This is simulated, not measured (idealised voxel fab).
The name of this process module is voxel gate over fins.
Section cut is 240 nm wide and gridded with 5 nm square cells.
How to read a cross-section here: the picture is a grid of square cells, written as bands going from the top down, and any band can span one or more rows of cells. Top, bottom (nm), then materials left to right with widths (nm); lone material tagged "edge to edge" fills the whole band edge to edge; "empty" = empty space. The level at which height equals 0 is the one under which the wafer, as it arrives, is entirely one material. No lower edge exists for the bottom band, which continues downward and is notated as in "0..down". Graded width ("30 to 40"): value in top row of band = first number; value in bottom row = second number; row-to-row change constant. No cell of the cross-section changed in a step that is given as "no modifications". Entry "Closed voids list". Content: empty spaces with no open connection to the top, size 8 cells or greater. Each: width x height at distance. Distance: from left edge. Unit: nm. It should be noted that, on the line of a given step, the content following the step's settings is a remark produced by the simulator itself with respect to that step. Each step line may optionally specify "overlay nm", which for a step with a mask gives the rightward distance between the mask's planned place and where it lay, a negative value indicating the leftward direction.

-- Process steps - plan
1) RECEIVE, material Si
2) CONFORMAL_DEP, material SiN, thk nm 5
3) PATTERN, tone cover, mask id FINS, material resist, width nm 15, pitch nm 55, thk nm 20, overlay nm 0
4) DIRECTIONAL_ETCH, etch materials SiN, depth nm 5
5) DIRECTIONAL_ETCH, etch materials Si, depth nm 40
6) STRIP, etch materials resist
7) FILL_DEP, material SiO2, thk nm 5
8) CMP, height nm 5
9) MASKED_ETCH, tone open, mask id RAIL, width nm 15, etch materials SiO2, depth nm 40, overlay nm 0
10) CONFORMAL_DEP, material TiN, thk nm 5
11) FILL_DEP, material W, thk nm 10
12) CMP, height nm 5
13) SELECTIVE_ETCH, etch materials W Ru TiN, depth nm 25
14) FILL_DEP, material SiO2, thk nm 5
15) CMP, height nm 5
16) SELECTIVE_ETCH, etch materials SiO2, depth nm 20
17) STRIP, etch materials SiN
18) CONFORMAL_DEP, material HfO2, thk nm 5
19) CONFORMAL_DEP, material TiN, thk nm 5
20) CONFORMAL_DEP, material TiAl, thk nm 5
21) CONFORMAL_DEP, material TiN, thk nm 5
22) FILL_DEP, material W, thk nm 15
23) CMP, height nm 30
24) CONFORMAL_DEP, material SiCN, thk nm 5

-- Below: the first of two wafers, run as planned

-- As received (post step 1): cross-section
0..down: Si edge to edge
Closed voids list: none

-- The wafer, seen in cross-section, after step 2
5..0: SiN edge to edge
Unchanged below 0.

-- The wafer, seen in cross-section, after step 3
25..5: empty 55 / resist 15 / empty 40 / resist 15 / empty 40 / resist 15 / empty 60
Unchanged below 5.

-- The wafer, seen in cross-section, after step 4
25..5: empty 55 / resist 15 / empty 40 / resist 15 / empty 40 / resist 15 / empty 60
5..0: empty 55 / SiN 15 / empty 40 / SiN 15 / empty 40 / SiN 15 / empty 60
Unchanged below 0.

-- The wafer, seen in cross-section, after step 5
25..5: empty 55 / resist 15 / empty 40 / resist 15 / empty 40 / resist 15 / empty 60
5..0: empty 55 / SiN 15 / empty 40 / SiN 15 / empty 40 / SiN 15 / empty 60
0..-40: empty 55 / Si 15 / empty 40 / Si 15 / empty 40 / Si 15 / empty 60
Unchanged below -40.

-- The wafer, seen in cross-section, after step 6
5..0: empty 55 / SiN 15 / empty 40 / SiN 15 / empty 40 / SiN 15 / empty 60
Unchanged below 0.

-- The wafer, seen in cross-section, after step 7
10..5: SiO2 edge to edge
5..0: SiO2 55 / SiN 15 / SiO2 40 / SiN 15 / SiO2 40 / SiN 15 / SiO2 60
0..-40: SiO2 55 / Si 15 / SiO2 40 / Si 15 / SiO2 40 / Si 15 / SiO2 60
Unchanged below -40.

-- The wafer, seen in cross-section, after step 8
5..0: SiO2 55 / SiN 15 / SiO2 40 / SiN 15 / SiO2 40 / SiN 15 / SiO2 60
Unchanged below 0.

-- The wafer, seen in cross-section, after step 9
5..0: SiO2 55 / SiN 15 / SiO2 10 / empty 15 / SiO2 15 / SiN 15 / SiO2 40 / SiN 15 / SiO2 60
0..-35: SiO2 55 / Si 15 / SiO2 10 / empty 15 / SiO2 15 / Si 15 / SiO2 40 / Si 15 / SiO2 60
Unchanged below -35.

-- The wafer, seen in cross-section, after step 10
10..5: TiN 85 / empty 5 / TiN 150
5..0: SiO2 55 / SiN 15 / SiO2 10 / TiN 5 / empty 5 / TiN 5 / SiO2 15 / SiN 15 / SiO2 40 / SiN 15 / SiO2 60
0..-30: SiO2 55 / Si 15 / SiO2 10 / TiN 5 / empty 5 / TiN 5 / SiO2 15 / Si 15 / SiO2 40 / Si 15 / SiO2 60
-30..-35: SiO2 55 / Si 15 / SiO2 10 / TiN 15 / SiO2 15 / Si 15 / SiO2 40 / Si 15 / SiO2 60
Unchanged below -35.

-- The wafer, seen in cross-section, after step 11
20..10: W edge to edge
10..5: TiN 85 / W 5 / TiN 150
5..0: SiO2 55 / SiN 15 / SiO2 10 / TiN 5 / W 5 / TiN 5 / SiO2 15 / SiN 15 / SiO2 40 / SiN 15 / SiO2 60
0..-30: SiO2 55 / Si 15 / SiO2 10 / TiN 5 / W 5 / TiN 5 / SiO2 15 / Si 15 / SiO2 40 / Si 15 / SiO2 60
Unchanged below -30.

-- The wafer, seen in cross-section, after step 12
5..0: SiO2 55 / SiN 15 / SiO2 10 / TiN 5 / W 5 / TiN 5 / SiO2 15 / SiN 15 / SiO2 40 / SiN 15 / SiO2 60
Unchanged below 0.

-- The wafer, seen in cross-section, after step 13
5..0: SiO2 55 / SiN 15 / SiO2 10 / empty 15 / SiO2 15 / SiN 15 / SiO2 40 / SiN 15 / SiO2 60
0..-20: SiO2 55 / Si 15 / SiO2 10 / empty 15 / SiO2 15 / Si 15 / SiO2 40 / Si 15 / SiO2 60
Unchanged below -20.

-- The wafer, seen in cross-section, after step 14
10..5: SiO2 edge to edge
5..0: SiO2 55 / SiN 15 / SiO2 40 / SiN 15 / SiO2 40 / SiN 15 / SiO2 60
0..-20: SiO2 55 / Si 15 / SiO2 40 / Si 15 / SiO2 40 / Si 15 / SiO2 60
Unchanged below -20.

-- The wafer, seen in cross-section, after step 15
5..0: SiO2 55 / SiN 15 / SiO2 40 / SiN 15 / SiO2 40 / SiN 15 / SiO2 60
Unchanged below 0.

-- The wafer, seen in cross-section, after step 16
5..0: empty 55 / SiN 15 / empty 40 / SiN 15 / empty 40 / SiN 15 / empty 60
0..-15: empty 55 / Si 15 / empty 40 / Si 15 / empty 40 / Si 15 / empty 60
Unchanged below -15.

-- The wafer, seen in cross-section, after step 17
0..-15: empty 55 / Si 15 / empty 40 / Si 15 / empty 40 / Si 15 / empty 60
Unchanged below -15.

-- The wafer, seen in cross-section, after step 18
5..0: empty 50 / HfO2 25 / empty 30 / HfO2 25 / empty 30 / HfO2 25 / empty 55
0..-10: empty 50 / HfO2 5 / Si 15 / HfO2 5 / empty 30 / HfO2 5 / Si 15 / HfO2 5 / empty 30 / HfO2 5 / Si 15 / HfO2 5 / empty 55
-10..-15: HfO2 55 / Si 15 / HfO2 40 / Si 15 / HfO2 40 / Si 15 / HfO2 60
Unchanged below -15.

-- The wafer, seen in cross-section, after step 19
10..5: empty 45 / TiN 35 / empty 20 / TiN 35 / empty 20 / TiN 35 / empty 50
5..0: empty 45 / TiN 5 / HfO2 25 / TiN 5 / empty 20 / TiN 5 / HfO2 25 / TiN 5 / empty 20 / TiN 5 / HfO2 25 / TiN 5 / empty 50
0..-5: empty 45 / TiN 5 / HfO2 5 / Si 15 / HfO2 5 / TiN 5 / empty 20 / TiN 5 / HfO2 5 / Si 15 / HfO2 5 / TiN 5 / empty 20 / TiN 5 / HfO2 5 / Si 15 / HfO2 5 / TiN 5 / empty 50
-5..-10: TiN 50 / HfO2 5 / Si 15 / HfO2 5 / TiN 30 / HfO2 5 / Si 15 / HfO2 5 / TiN 30 / HfO2 5 / Si 15 / HfO2 5 / TiN 55
Unchanged below -10.

-- The wafer, seen in cross-section, after step 20
15..10: empty 40 / TiAl 45 / empty 10 / TiAl 45 / empty 10 / TiAl 45 / empty 45
10..5: empty 40 / TiAl 5 / TiN 35 / TiAl 5 / empty 10 / TiAl 5 / TiN 35 / TiAl 5 / empty 10 / TiAl 5 / TiN 35 / TiAl 5 / empty 45
5..0: empty 40 / TiAl 5 / TiN 5 / HfO2 25 / TiN 5 / TiAl 5 / empty 10 / TiAl 5 / TiN 5 / HfO2 25 / TiN 5 / TiAl 5 / empty 10 / TiAl 5 / TiN 5 / HfO2 25 / TiN 5 / TiAl 5 / empty 45
0..-5: TiAl 45 / TiN 5 / HfO2 5 / Si 15 / HfO2 5 / TiN 5 / TiAl 20 / TiN 5 / HfO2 5 / Si 15 / HfO2 5 / TiN 5 / TiAl 20 / TiN 5 / HfO2 5 / Si 15 / HfO2 5 / TiN 5 / TiAl 50
Unchanged below -5.

-- The wafer, seen in cross-section, after step 21
20..15: empty 35 / TiN 165 / empty 40
15..10: empty 35 / TiN 5 / TiAl 45 / TiN 10 / TiAl 45 / TiN 10 / TiAl 45 / TiN 5 / empty 40
10..5: empty 35 / TiN 5 / TiAl 5 / TiN 35 / TiAl 5 / TiN 10 / TiAl 5 / TiN 35 / TiAl 5 / TiN 10 / TiAl 5 / TiN 35 / TiAl 5 / TiN 5 / empty 40
5..0: TiN 40 / TiAl 5 / TiN 5 / HfO2 25 / TiN 5 / TiAl 5 / TiN 10 / TiAl 5 / TiN 5 / HfO2 25 / TiN 5 / TiAl 5 / TiN 10 / TiAl 5 / TiN 5 / HfO2 25 / TiN 5 / TiAl 5 / TiN 45
Unchanged below 0.

-- The wafer, seen in cross-section, after step 22
35..20: W edge to edge
20..15: W 35 / TiN 165 / W 40
15..10: W 35 / TiN 5 / TiAl 45 / TiN 10 / TiAl 45 / TiN 10 / TiAl 45 / TiN 5 / W 40
10..5: W 35 / TiN 5 / TiAl 5 / TiN 35 / TiAl 5 / TiN 10 / TiAl 5 / TiN 35 / TiAl 5 / TiN 10 / TiAl 5 / TiN 35 / TiAl 5 / TiN 5 / W 40
Unchanged below 5.

-- The wafer, seen in cross-section, after step 23
30..20: W edge to edge
Unchanged below 20.

-- The wafer, seen in cross-section, after step 24
35..30: SiCN edge to edge
Unchanged below 30.

-- Regarding the second of the two wafers: it shared the first wafer's starting condition and process plan, yet one error occurred during its execution. Its history coincides with that of the first wafer up to and including step 18

-- Second wafer: cross-section at the scheduled end of step 19
20..5: empty 35 / TiN 165 / empty 40
5..0: TiN 50 / HfO2 25 / TiN 30 / HfO2 25 / TiN 30 / HfO2 25 / TiN 55
0..-10: TiN 50 / HfO2 5 / Si 15 / HfO2 5 / TiN 30 / HfO2 5 / Si 15 / HfO2 5 / TiN 30 / HfO2 5 / Si 15 / HfO2 5 / TiN 55
Unchanged below -10.

-- Second wafer: cross-section at the scheduled end of step 20
25..20: empty 30 / TiAl 175 / empty 35
20..10: empty 30 / TiAl 5 / TiN 165 / TiAl 5 / empty 35
10..5: TiAl 35 / TiN 165 / TiAl 40
Unchanged below 5.

-- Second wafer: cross-section at the scheduled end of step 21
30..25: empty 25 / TiN 185 / empty 30
25..20: empty 25 / TiN 5 / TiAl 175 / TiN 5 / empty 30
20..15: empty 25 / TiN 5 / TiAl 5 / TiN 165 / TiAl 5 / TiN 5 / empty 30
15..10: TiN 30 / TiAl 5 / TiN 165 / TiAl 5 / TiN 35
Unchanged below 10.

-- Second wafer: cross-section at the scheduled end of step 22
45..30: W edge to edge
30..25: W 25 / TiN 185 / W 30
25..20: W 25 / TiN 5 / TiAl 175 / TiN 5 / W 30
20..15: W 25 / TiN 5 / TiAl 5 / TiN 165 / TiAl 5 / TiN 5 / W 30
Unchanged below 15.

-- Second wafer: cross-section at the scheduled end of step 23
30..25: W 25 / TiN 185 / W 30
Unchanged below 25.

-- Second wafer: cross-section at the scheduled end of step 24
35..30: SiCN edge to edge
Unchanged below 30.
Plan not followed: step 19 did not happen as planned, as run it was CONFORMAL_DEP, material TiN, thk nm 15
Materials where the second wafer ends with more or fewer cells than the first: TiAl -12; TiN +120; W -108
